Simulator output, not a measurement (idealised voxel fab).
A process module follows: voxel self aligned vias.
The cross-section on display is named cut; it measures 285 nm wide, and its cells are 5 nm squares.
This document writes a cross-section as a grid whose cells are square, and gives it as bands, listed from the top down; one or more rows of cells form a band.
For a band, the entry starts with two heights in nm, that of the top and then that of the bottom, and carries on with the band's materials in order from left to right, each alongside its width in nm; the word "edge to edge" beside a single material means it fills the band edge to edge, and "empty" means empty space.
Heights are expressed relative to 0, this being the level below which the as-received wafer comprises one material exclusively. The lowest band is unbounded in the downward direction and is denoted as in "from 0 down".
With a width like "30->40", each row of cells in the band differs from the next by the same amount, the top row carrying the first number and the bottom row the second.
The designation "nothing altered", where it is given for a processing step, indicates that no cell of the cross-section was altered in the course of that step.
Reported under the label "Listed closed voids" are the empty spaces having no open way to the top and comprising 8 cells or more; the notation for each is width x height at distance, in which the distance is measured from the left edge and all three values are in nm.
Post-settings text on a step line: simulator's own remark regarding the step.
"overlay nm", when on a step's line for a step with a mask, measures how far to the right of its planned place the mask lay; a negative measure means to the left.

### Process steps foreseen in the plan
| 1 | RECEIVE | material Si |
| 2 | CONFORMAL_DEP | material SiO2 | thk nm 10 |
| 3 | CONFORMAL_DEP | material SiCN | thk nm 5 |
| 4 | DIRECTIONAL_DEP | material lowk | thk nm 20 |
| 5 | DIRECTIONAL_DEP | material aC | thk nm 15 |
| 6 | PATTERN | tone open | mask id LINES | material resist | width nm 25 | pitch nm 55 | thk nm 35 | overlay nm 0 |
| 7 | DIRECTIONAL_ETCH | etch materials aC | depth nm 15 |
| 8 | STRIP | etch materials resist |
| 9 | DIRECTIONAL_ETCH | etch materials lowk | depth nm 20 |
| 10 | STRIP | etch materials aC |
| 11 | CONFORMAL_DEP | material TiN | thk nm 5 |
| 12 | FILL_DEP | material Ru | thk nm 10 |
| 13 | CMP | height nm 35 |
| 14 | SELECTIVE_ETCH | etch materials W Ru TiN | depth nm 10 |
| 15 | FILL_DEP | material SiN | thk nm 10 |
| 16 | CMP | height nm 35 |
| 17 | DIRECTIONAL_DEP | material lowk | thk nm 15 |
| 18 | DIRECTIONAL_DEP | material aC | thk nm 15 |
| 19 | PATTERN | tone open | mask id VIAS | material resist | width nm 25 | pitch nm 110 | thk nm 35 | overlay nm 0 |
| 20 | DIRECTIONAL_ETCH | etch materials aC | depth nm 15 |
| 21 | STRIP | etch materials resist |
| 22 | DIRECTIONAL_ETCH | etch materials lowk | depth nm 15 |
| 23 | DIRECTIONAL_ETCH | etch materials SiN | depth nm 10 |
| 24 | STRIP | etch materials aC |
| 25 | CONFORMAL_DEP | material TiN | thk nm 5 |
| 26 | FILL_DEP | material W | thk nm 10 |
| 27 | CMP | height nm 50 |
| 28 | CONFORMAL_DEP | material SiN | thk nm 5 |
The wafers are alike at the start. At step 19, their width nm differs. The plan lists the first wafer's value.

### First of several wafers (as received, post step 1), cross-sectional view
  from 0 down  Si edge to edge
  Listed closed voids: none

### Once step 28, the last step, is complete, the module is at its end; this is the cross-section of the first of several wafers
  from 55 to 50  SiN edge to edge
  from 50 to 35  lowk: 75 / TiN: 5 / W: 15 / TiN: 5 / lowk: 85 / TiN: 5 / W: 15 / TiN: 5 / lowk: 75
  from 35 to 30  lowk: 75 / TiN: 5 / W: 15 / TiN: 5 / lowk: 30 / SiN: 25 / lowk: 30 / TiN: 5 / W: 15 / TiN: 5 / lowk: 75
  from 30 to 25  lowk: 75 / TiN: 25 / lowk: 30 / SiN: 25 / lowk: 30 / TiN: 25 / lowk: 75
  from 25 to 20  lowk: 75 / TiN: 5 / Ru: 15 / TiN: 5 / lowk: 30 / TiN: 5 / Ru: 15 / TiN: 5 / lowk: 30 / TiN: 5 / Ru: 15 / TiN: 5 / lowk: 75
  from 20 to 15  lowk: 75 / TiN: 25 / lowk: 30 / TiN: 25 / lowk: 30 / TiN: 25 / lowk: 75
  from 15 to 10  SiCN edge to edge
  from 10 to 0  SiO2 edge to edge
  from 0 down  Si edge to edge
  Listed closed voids: none

### Final wafer cross-section at module end
  from 55 to 50  SiN edge to edge
  from 50 to 40  lowk: 65 / TiN: 5 / W: 40 / TiN: 5 / lowk: 60 / TiN: 5 / W: 40 / TiN: 5 / lowk: 60
  from 40 to 35  lowk: 65 / TiN: 15 / W: 15 / TiN: 20 / lowk: 60 / TiN: 15 / W: 15 / TiN: 20 / lowk: 60
  from 35 to 30  lowk: 75 / TiN: 5 / W: 15 / TiN: 5 / lowk: 30 / SiN: 25 / lowk: 30 / TiN: 5 / W: 15 / TiN: 5 / lowk: 75
  from 30 to 25  lowk: 75 / TiN: 25 / lowk: 30 / SiN: 25 / lowk: 30 / TiN: 25 / lowk: 75
  from 25 to 20  lowk: 75 / TiN: 5 / Ru: 15 / TiN: 5 / lowk: 30 / TiN: 5 / Ru: 15 / TiN: 5 / lowk: 30 / TiN: 5 / Ru: 15 / TiN: 5 / lowk: 75
  from 20 to 15  lowk: 75 / TiN: 25 / lowk: 30 / TiN: 25 / lowk: 30 / TiN: 25 / lowk: 75
  from 15 to 10  SiCN edge to edge
  from 10 to 0  SiO2 edge to edge
  from 0 down  Si edge to edge
  Listed closed voids: none

### The following table contains a row per wafer, in which are reported, at the conclusion of the module, the cells of each material gained (+) or lost (-) since the wafer's receipt, with its closed voids given thereafter
width nm 25 | +9 Ru | +57 SiCN | +67 SiN | +114 SiO2 | +47 TiN | +24 W | +309 lowk | Listed closed voids: none
width nm 30 | +9 Ru | +57 SiCN | +67 SiN | +114 SiO2 | +49 TiN | +28 W | +303 lowk | Listed closed voids: none
width nm 35 | +9 Ru | +57 SiCN | +67 SiN | +114 SiO2 | +51 TiN | +32 W | +297 lowk | Listed closed voids: none
width nm 40 | +9 Ru | +57 SiCN | +67 SiN | +114 SiO2 | +53 TiN | +36 W | +291 lowk | Listed closed voids: none
width nm 45 | +9 Ru | +57 SiCN | +67 SiN | +114 SiO2 | +55 TiN | +40 W | +285 lowk | Listed closed voids: none
width nm 50 | +9 Ru | +57 SiCN | +67 SiN | +114 SiO2 | +57 TiN | +44 W | +279 lowk | Listed closed voids: none
